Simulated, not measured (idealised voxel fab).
process module | voxel self aligned contacts
cross-section cut | 255 nm wide | cells 5 nm
A cross-section is a grid of square cells, given in bands from the top down. A band is one or more rows of cells.
Each band's line starts with the height of the band's top and of its bottom, in nm. Then come its materials from left to right, each with its width in nm. One material with "throughout" fills the band from edge to edge. "air" is empty space.
Height 0 is the level under which the wafer as received is all one material. The lowest band goes on downwards, as in "0 down".
A width such as "30 to 40" changes by the same amount from each row of cells to the next, from the band's top row to its bottom row.
"no change" after a step means that no cell of the cross-section changed.
closed voids: empty space of 8 cells or more with no open way to the top, each as width x height at its distance from the left edge, in nm
after a step's settings: what the simulator itself notes on the step
overlay nm, on a step with a mask: how far to the right of its planned place the mask lay; to the left if negative
plan
1 op RECEIVE | material Si
2 op CONFORMAL_DEP | material SiO2 | thk nm 5
3 op DIRECTIONAL_DEP | material polySi | thk nm 25
4 op DIRECTIONAL_DEP | material SiN | thk nm 25
5 op PATTERN | tone cover | mask id GATE | material resist | width nm 35 | pitch nm 75 | thk nm 15 | overlay nm 0
6 op DIRECTIONAL_ETCH | etch materials SiN | depth nm 25
7 op DIRECTIONAL_ETCH | etch materials polySi | depth nm 25
8 op STRIP | etch materials resist
9 op CONFORMAL_DEP | material SiN | thk nm 10
10 op DIRECTIONAL_ETCH | etch materials SiN | depth nm 10
11 op FILL_DEP | material SiO2 | thk nm 15
12 op CMP | height nm 65
13 op MASKED_ETCH | tone open | mask id CONTACT | width nm 50 | pitch nm 75 | etch materials SiO2 | depth nm 65 | overlay nm 0
14 op CONFORMAL_DEP | material TiN | thk nm 5
15 op FILL_DEP | material Ru | thk nm 10
16 op CMP | height nm 65
17 op CONFORMAL_DEP | material SiN | thk nm 5
first wafer, as planned
as received, after step 1
  0 down: Si throughout
  closed voids: none
after step 2
  5 to 0: SiO2 throughout
  below 0: unchanged
after step 3
  30 to 5: polySi throughout
  below 5: unchanged
after step 4
  55 to 30: SiN throughout
  below 30: unchanged
after step 5
  70 to 55: air 35 | resist 35 | air 40 | resist 35 | air 40 | resist 35 | air 35
  below 55: unchanged
after step 6
  70 to 55: air 35 | resist 35 | air 40 | resist 35 | air 40 | resist 35 | air 35
  55 to 30: air 35 | SiN 35 | air 40 | SiN 35 | air 40 | SiN 35 | air 35
  below 30: unchanged
after step 7
  70 to 55: air 35 | resist 35 | air 40 | resist 35 | air 40 | resist 35 | air 35
  55 to 30: air 35 | SiN 35 | air 40 | SiN 35 | air 40 | SiN 35 | air 35
  30 to 5: air 35 | polySi 35 | air 40 | polySi 35 | air 40 | polySi 35 | air 35
  below 5: unchanged
after step 8
  55 to 30: air 35 | SiN 35 | air 40 | SiN 35 | air 40 | SiN 35 | air 35
  below 30: unchanged
after step 9
  65 to 30: air 25 | SiN 55 | air 20 | SiN 55 | air 20 | SiN 55 | air 25
  30 to 15: air 25 | SiN 10 | polySi 35 | SiN 10 | air 20 | SiN 10 | polySi 35 | SiN 10 | air 20 | SiN 10 | polySi 35 | SiN 10 | air 25
  15 to 5: SiN 35 | polySi 35 | SiN 40 | polySi 35 | SiN 40 | polySi 35 | SiN 35
  below 5: unchanged
after step 10
  55 to 30: air 25 | SiN 55 | air 20 | SiN 55 | air 20 | SiN 55 | air 25
  30 to 5: air 25 | SiN 10 | polySi 35 | SiN 10 | air 20 | SiN 10 | polySi 35 | SiN 10 | air 20 | SiN 10 | polySi 35 | SiN 10 | air 25
  below 5: unchanged
after step 11
  70 to 55: SiO2 throughout
  55 to 30: SiO2 25 | SiN 55 | SiO2 20 | SiN 55 | SiO2 20 | SiN 55 | SiO2 25
  30 to 5: SiO2 25 | SiN 10 | polySi 35 | SiN 10 | SiO2 20 | SiN 10 | polySi 35 | SiN 10 | SiO2 20 | SiN 10 | polySi 35 | SiN 10 | SiO2 25
  below 5: unchanged
after step 12
  65 to 55: SiO2 throughout
  below 55: unchanged
after step 13
  65 to 55: SiO2 65 | air 50 | SiO2 25 | air 50 | SiO2 65
  55 to 30: SiO2 25 | SiN 55 | air 20 | SiN 55 | air 20 | SiN 55 | SiO2 25
  30 to 5: SiO2 25 | SiN 10 | polySi 35 | SiN 10 | air 20 | SiN 10 | polySi 35 | SiN 10 | air 20 | SiN 10 | polySi 35 | SiN 10 | SiO2 25
  5 to 0: SiO2 80 | air 20 | SiO2 55 | air 20 | SiO2 80
  below 0: unchanged
after step 14
  70 to 65: TiN 70 | air 40 | TiN 35 | air 40 | TiN 70
  65 to 55: SiO2 65 | TiN 5 to 20 | air 40 to 10 | TiN 5 to 20 | SiO2 25 | TiN 5 to 20 | air 40 to 10 | TiN 5 to 20 | SiO2 65
  55 to 30: SiO2 25 | SiN 55 | TiN 5 | air 10 | TiN 5 | SiN 55 | TiN 5 | air 10 | TiN 5 | SiN 55 | SiO2 25
  30 to 5: SiO2 25 | SiN 10 | polySi 35 | SiN 10 | TiN 5 | air 10 | TiN 5 | SiN 10 | polySi 35 | SiN 10 | TiN 5 | air 10 | TiN 5 | SiN 10 | polySi 35 | SiN 10 | SiO2 25
  5 to 0: SiO2 80 | TiN 20 | SiO2 55 | TiN 20 | SiO2 80
  below 0: unchanged
after step 15
  80 to 70: Ru throughout
  70 to 65: TiN 70 | Ru 40 | TiN 35 | Ru 40 | TiN 70
  65 to 55: SiO2 65 | TiN 5 to 20 | Ru 40 to 10 | TiN 5 to 20 | SiO2 25 | TiN 5 to 20 | Ru 40 to 10 | TiN 5 to 20 | SiO2 65
  55 to 30: SiO2 25 | SiN 55 | TiN 5 | Ru 10 | TiN 5 | SiN 55 | TiN 5 | Ru 10 | TiN 5 | SiN 55 | SiO2 25
  30 to 5: SiO2 25 | SiN 10 | polySi 35 | SiN 10 | TiN 5 | Ru 10 | TiN 5 | SiN 10 | polySi 35 | SiN 10 | TiN 5 | Ru 10 | TiN 5 | SiN 10 | polySi 35 | SiN 10 | SiO2 25
  below 5: unchanged
after step 16
  65 to 55: SiO2 65 | TiN 5 to 20 | Ru 40 to 10 | TiN 5 to 20 | SiO2 25 | TiN 5 to 20 | Ru 40 to 10 | TiN 5 to 20 | SiO2 65
  below 55: unchanged
after step 17
  70 to 65: SiN throughout
  below 65: unchanged
second wafer: like start, like plan, one mistake. Through step 12 it matches the first wafer
when step 13 should have ended
  65 to 55: SiO2 65 | air 50 | SiO2 25 | air 50 | SiO2 65
  55 to 30: SiO2 25 | SiN 55 | air 20 | SiN 55 | air 20 | SiN 55 | SiO2 25
  30 to 10: SiO2 25 | SiN 10 | polySi 35 | SiN 10 | air 20 | SiN 10 | polySi 35 | SiN 10 | air 20 | SiN 10 | polySi 35 | SiN 10 | SiO2 25
  below 10: unchanged
when step 14 should have ended
  70 to 65: TiN 70 | air 40 | TiN 35 | air 40 | TiN 70
  65 to 55: SiO2 65 | TiN 5 to 20 | air 40 to 10 | TiN 5 to 20 | SiO2 25 | TiN 5 to 20 | air 40 to 10 | TiN 5 to 20 | SiO2 65
  55 to 30: SiO2 25 | SiN 55 | TiN 5 | air 10 | TiN 5 | SiN 55 | TiN 5 | air 10 | TiN 5 | SiN 55 | SiO2 25
  30 to 15: SiO2 25 | SiN 10 | polySi 35 | SiN 10 | TiN 5 | air 10 | TiN 5 | SiN 10 | polySi 35 | SiN 10 | TiN 5 | air 10 | TiN 5 | SiN 10 | polySi 35 | SiN 10 | SiO2 25
  15 to 10: SiO2 25 | SiN 10 | polySi 35 | SiN 10 | TiN 20 | SiN 10 | polySi 35 | SiN 10 | TiN 20 | SiN 10 | polySi 35 | SiN 10 | SiO2 25
  below 10: unchanged
when step 15 should have ended
  80 to 70: Ru throughout
  70 to 65: TiN 70 | Ru 40 | TiN 35 | Ru 40 | TiN 70
  65 to 55: SiO2 65 | TiN 5 to 20 | Ru 40 to 10 | TiN 5 to 20 | SiO2 25 | TiN 5 to 20 | Ru 40 to 10 | TiN 5 to 20 | SiO2 65
  55 to 30: SiO2 25 | SiN 55 | TiN 5 | Ru 10 | TiN 5 | SiN 55 | TiN 5 | Ru 10 | TiN 5 | SiN 55 | SiO2 25
  30 to 15: SiO2 25 | SiN 10 | polySi 35 | SiN 10 | TiN 5 | Ru 10 | TiN 5 | SiN 10 | polySi 35 | SiN 10 | TiN 5 | Ru 10 | TiN 5 | SiN 10 | polySi 35 | SiN 10 | SiO2 25
  below 15: unchanged
when step 16 should have ended
  65 to 55: SiO2 65 | TiN 5 to 20 | Ru 40 to 10 | TiN 5 to 20 | SiO2 25 | TiN 5 to 20 | Ru 40 to 10 | TiN 5 to 20 | SiO2 65
  below 55: unchanged
when step 17 should have ended
  70 to 65: SiN throughout
  below 65: unchanged
what went wrong: step 13 ran as: op MASKED_ETCH | tone open | mask id CONTACT | width nm 50 | pitch nm 75 | etch materials SiO2 | depth nm 55 | overlay nm 0
at the end the second wafer has, in cells: 8 fewer of Ru | 16 more of SiO2 | 8 fewer of TiN
